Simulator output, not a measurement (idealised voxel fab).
Process module heading - voxel self aligned contacts
For reference, the cross-section in this document is cut, with width 250 nm and square cells of 5 nm.
Notation: cross-section as square-cell grid; stated in bands, top first, going down; one or more cell rows per band. Per band: top height and bottom height in nm, followed by the left-to-right materials and their widths in nm; "edge to edge" marks a single material spanning edge to edge, "empty" marks empty space. Heights are expressed relative to 0, this being the level below which the as-received wafer comprises one material exclusively. The lowest band is unbounded in the downward direction and is denoted as in "0 nm and below". The two numbers in a width such as "30..40" mark its ends across the band: the first belongs to the top row of cells, the second to the bottom row, and from each row to the next the width moves by the same amount. "all unchanged" means the step left every cell of the cross-section as it was. Basically, "Trapped voids" tells you about the enclosed voids: empty spaces with no open way to the top, 8 cells or bigger, each written width x height at distance, where distance is from the left edge, all in nm. Post-settings text on a step line: simulator's own remark regarding the step. You can add "overlay nm" to a step's line. For a step with a mask, it describes how far the mask lay to the right of its planned position, and a negative number describes a lay to the left.

# Process steps - plan
| 1 | RECEIVE,material Si |
| 2 | OXIDIZE,depth nm 5 |
| 3 | DIRECTIONAL_DEP,material polySi,thk nm 20 |
| 4 | DIRECTIONAL_DEP,material SiN,thk nm 20 |
| 5 | MASKED_ETCH,tone cover,mask id GATE,width nm 25,pitch nm 60,etch materials SiN,depth nm 20,overlay nm 0 |
| 6 | MASKED_ETCH,tone cover,mask id GATE,width nm 25,pitch nm 60,etch materials polySi,depth nm 20,overlay nm 0 |
| 7 | CONFORMAL_DEP,material SiN,thk nm 10 |
| 8 | DIRECTIONAL_ETCH,etch materials SiN,depth nm 10 |
| 9 | FILL_DEP,material SiO2,thk nm 10 |
| 10 | CMP,height nm 45 |
| 11 | MASKED_ETCH,tone open,mask id CONTACT,width nm 45,pitch nm 60,etch materials SiO2,depth nm 50,overlay nm 0 |
| 12 | CONFORMAL_DEP,material TiN,thk nm 5 |
| 13 | FILL_DEP,material Ru,thk nm 10 |
| 14 | CMP,height nm 45 |
| 15 | CONFORMAL_DEP,material SiCN,thk nm 5 |

# Cross-section, incoming material, after step 1
- 0 nm and below = Si edge to edge
- Trapped voids: none

# Module complete, cross-section. Starting point and plan per above. One mistake made in running the module
- 50 nm to 45 nm = SiCN edge to edge
- 45 nm to 20 nm = 40 SiO2, then 45 SiN, then 5 TiN, then 5 Ru, then 5 TiN, then 45 SiN, then 5 TiN, then 5 Ru, then 5 TiN, then 45 SiN, then 45 SiO2
- 20 nm to 10 nm = 40 SiO2, then 10 SiN, then 25 polySi, then 10 SiN, then 5 TiN, then 5 Ru, then 5 TiN, then 10 SiN, then 25 polySi, then 10 SiN, then 5 TiN, then 5 Ru, then 5 TiN, then 10 SiN, then 25 polySi, then 10 SiN, then 45 SiO2
- 10 nm to 5 nm = 40 SiO2, then 10 SiN, then 25 polySi, then 10 SiN, then 15 TiN, then 10 SiN, then 25 polySi, then 10 SiN, then 15 TiN, then 10 SiN, then 25 polySi, then 10 SiN, then 45 SiO2
- 5 nm to 0 nm = 50 SiN, then 25 polySi, then 35 SiN, then 25 polySi, then 35 SiN, then 25 polySi, then 55 SiN
- 0 nm to -5 nm = SiO2 edge to edge
- -5 nm and below = Si edge to edge
- Trapped voids: none
Here's what went sideways: so step 8 ended up running with a different setting than we planned, it ran as DIRECTIONAL_ETCH,etch materials SiN,depth nm 5
